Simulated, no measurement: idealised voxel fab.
This is a process module. Its name is voxel capacitor over wiring.
The cross-section shown here is cut; it is 180 nm wide and divided into square cells measuring 5 nm on a side.
Cross-section format: a grid of square cells, given as bands from top to bottom; each band is one or more rows of cells. Band: top height; bottom height; in nm. Then, left to right: material with width in nm, for each material. "throughout": a single material spanning edge to edge. "empty": empty space. Height 0 is the level under which the wafer as received is all one material. The lowest band goes on downwards, as in "top 0, no bottom". Width: "30 to 40" (first number = top row, second number = bottom row, same change from row to row of cells). "all unchanged", as given for a step, is the statement that not any cell of the cross-section underwent a change during that step. This entry, "Closed internal cavities", enumerates those empty regions of no fewer than 8 cells that possess no open connection to the top. Each region is reported in the form width x height at distance, the distance being taken from the left edge, with all three quantities expressed in nm. What comes after the settings on a step's line is commentary from the simulator itself on that step. overlay nm: where the mask lay relative to plan, measured to the right, on steps with a mask; negatives go left.

The process steps that were planned are listed below
| 1 | RECEIVE (material Si) |
| 2 | CONFORMAL_DEP (material SiO2; thk nm 10) |
| 3 | DIRECTIONAL_DEP (material TiN; thk nm 5) |
| 4 | DIRECTIONAL_DEP (material W; thk nm 15) |
| 5 | PATTERN (tone cover; mask id METAL_1; material resist; width nm 25; pitch nm 75; thk nm 15; overlay nm 0) |
| 6 | DIRECTIONAL_ETCH (etch materials W; depth nm 15) |
| 7 | DIRECTIONAL_ETCH (etch materials TiN; depth nm 5) |
| 8 | STRIP (etch materials resist) |
| 9 | FILL_DEP (material lowk; thk nm 5) |
| 10 | CMP (height nm 30) |
| 11 | CONFORMAL_DEP (material SiCN; thk nm 5) |
| 12 | DIRECTIONAL_DEP (material lowk; thk nm 20) |
| 13 | PATTERN (tone open; mask id PLUG_1; material resist; width nm 15; thk nm 15; overlay nm 0) |
| 14 | DIRECTIONAL_ETCH (etch materials lowk; depth nm 20) |
| 15 | DIRECTIONAL_ETCH (etch materials SiCN; depth nm 5) |
| 16 | STRIP (etch materials resist) |
| 17 | EPI (material Ru; thk nm 10) |
| 18 | EPI (material Ru; thk nm 10) |
| 19 | EPI (material Ru; thk nm 5) |
| 20 | DIRECTIONAL_DEP (material TiN; thk nm 10) |
| 21 | DIRECTIONAL_DEP (material Al2O3; thk nm 5) |
| 22 | DIRECTIONAL_DEP (material TiN; thk nm 5) |
| 23 | DIRECTIONAL_DEP (material aC; thk nm 15) |
| 24 | PATTERN (tone cover; mask id UPPER_PLATE; material resist; width nm 55; thk nm 35; overlay nm 0) |
| 25 | DIRECTIONAL_ETCH (etch materials aC; depth nm 15) |
| 26 | STRIP (etch materials resist) |
| 27 | DIRECTIONAL_ETCH (etch materials TiN; depth nm 5) |
| 28 | DIRECTIONAL_ETCH (etch materials Al2O3; depth nm 5) |
| 29 | STRIP (etch materials aC) |
| 30 | PATTERN (tone cover; mask id LOWER_PLATE; material resist; width nm 65; thk nm 20; overlay nm 0) |
| 31 | DIRECTIONAL_ETCH (etch materials TiN; depth nm 10) |
| 32 | STRIP (etch materials resist) |
| 33 | FILL_DEP (material SiO2; thk nm 20) |
| 34 | CMP (height nm 90) |
| 35 | PATTERN (tone open; mask id PLUG_2; material resist; width nm 15; thk nm 20; overlay nm 0) |
| 36 | DIRECTIONAL_ETCH (etch materials SiO2; depth nm 15) |
| 37 | STRIP (etch materials resist) |
| 38 | CONFORMAL_DEP (material TiN; thk nm 5) |
| 39 | FILL_DEP (material W; thk nm 10) |
| 40 | CMP (height nm 90) |
| 41 | CONFORMAL_DEP (material SiN; thk nm 5) |

as received, after step 1
    top 0, no bottom = Si throughout
    Closed internal cavities: none

Wafer at module end, in section. Began as above, planned as above, run with one mistake
    top 95, bottom 90 = SiN throughout
    top 90, bottom 85 = SiO2: 60; TiN: 5; Al2O3: 40; SiO2: 75
    top 85, bottom 75 = SiO2: 45; TiN: 5; SiO2: 10; TiN: 50; SiO2: 70
    top 75, bottom 70 = lowk: 50; TiN: 15; lowk: 115
    top 70, bottom 65 = lowk: 50; Al2O3: 15; lowk: 115
    top 65, bottom 55 = lowk: 50; TiN: 15; lowk: 115
    top 55, bottom 35 = lowk throughout
    top 35, bottom 30 = SiCN throughout
    top 30, bottom 15 = lowk: 40; W: 25; lowk: 50; W: 25; lowk: 40
    top 15, bottom 10 = lowk: 40; TiN: 25; lowk: 50; TiN: 25; lowk: 40
    top 10, bottom 0 = SiO2 throughout
    top 0, no bottom = Si throughout
    Closed internal cavities: none
Finding, execution versus plan: step 12 of the plan saw execution twice
